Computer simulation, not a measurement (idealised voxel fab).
Documented hereafter: the process module known as voxel ribs on slabs.
The width of the displayed cross-section, cut, is 190 nm; its cells are square, with a size of 5 nm.
Cross-section format: a grid of square cells, given as bands from top to bottom; each band is one or more rows of cells.
Basically the band line says how high the top is and how high the bottom is, in nm, and then what's in it from left to right, every material with its width in nm. Empty space shows up as "empty", and if a single material carries "edge to edge" it runs the full band edge to edge.
Counting heights begins at 0, where everything beneath is, in the wafer as received, one material. The lowest band has no bottom; it goes on downwards, as "0 and below" shows.
Quick explanation for "30->40": the width changes in equal steps down the rows of cells, from the first number in the band's top row to the second number in its bottom row.
Where the words "no modifications" appear for a step, the cross-section shows no cell changed by that step; every cell remained as before.
Under "Completely enclosed voids" you'll find the enclosed gaps, the ones with no way out to the top, that are 8 cells or bigger; each reads width x height at distance, with distance counted from the left edge, everything in nm.
It should be noted that, on the line of a given step, the content following the step's settings is a remark produced by the simulator itself with respect to that step.
overlay nm: mask right of planned place by this much (step with mask). Neg. = left.
[List of planned process steps]
- 1: RECEIVE (material Si)
- 2: DIRECTIONAL_DEP (material SiO2; thk nm 25)
- 3: DIRECTIONAL_DEP (material SiN; thk nm 15)
- 4: PATTERN (tone cover; mask id RIB; material resist; width nm 30; thk nm 20; overlay nm 0)
- 5: DIRECTIONAL_ETCH (etch materials SiN; depth nm 5)
- 6: STRIP (etch materials resist)
- 7: MASKED_ETCH (tone cover; mask id SLAB; width nm 80; etch materials SiN; depth nm 10; overlay nm 0)
- 8: FILL_DEP (material SiO2; thk nm 20)
- 9: CMP (height nm 50)
- 10: DIRECTIONAL_DEP (material TiN; thk nm 10)
- 11: PATTERN (tone cover; mask id HEATER; material resist; width nm 40; thk nm 20; overlay nm 0)
- 12: DIRECTIONAL_ETCH (etch materials TiN; depth nm 10)
- 13: STRIP (etch materials resist)
- 14: CONFORMAL_DEP (material SiN; thk nm 5)
[As received (post step 1): cross-section]
  0 and below | Si edge to edge
  Completely enclosed voids: none
[Here's the cross-section of the first of our two wafers at the end of the module - it ran as planned]
  65 down to 60 | 70 of empty | 50 of SiN | 70 of empty
  60 down to 55 | 70 of empty | 5 of SiN | 40 of TiN | 5 of SiN | 70 of empty
  55 down to 50 | 75 of SiN | 40 of TiN | 75 of SiN
  50 down to 40 | SiO2 edge to edge
  40 down to 35 | 80 of SiO2 | 30 of SiN | 80 of SiO2
  35 down to 25 | 55 of SiO2 | 80 of SiN | 55 of SiO2
  25 down to 0 | SiO2 edge to edge
  0 and below | Si edge to edge
  Completely enclosed voids: none
[Cross-section, second wafer: same start as the first, same plan as the first, one mistake in running it; taken at the end of the module]
  65 down to 60 | 70 of empty | 50 of SiN | 70 of empty
  60 down to 55 | 70 of empty | 5 of SiN | 40 of TiN | 5 of SiN | 70 of empty
  55 down to 50 | 75 of SiN | 40 of TiN | 75 of SiN
  50 down to 35 | SiO2 edge to edge
  35 down to 30 | 55 of SiN | 80 of SiO2 | 55 of SiN
  30 down to 25 | 55 of SiN | 25 of SiO2 | 30 of SiN | 25 of SiO2 | 55 of SiN
  25 down to 0 | SiO2 edge to edge
  0 and below | Si edge to edge
  Completely enclosed voids: none
What went wrong in running the wafer? heads up, step 7 didn't go per plan, it actually ran as MASKED_ETCH (tone open; mask id SLAB; width nm 80; etch materials SiN; depth nm 10; overlay nm 0)
Count the cells at the end and the second wafer has more or fewer of some materials than the first: 12 more of SiN, 12 fewer of SiO2
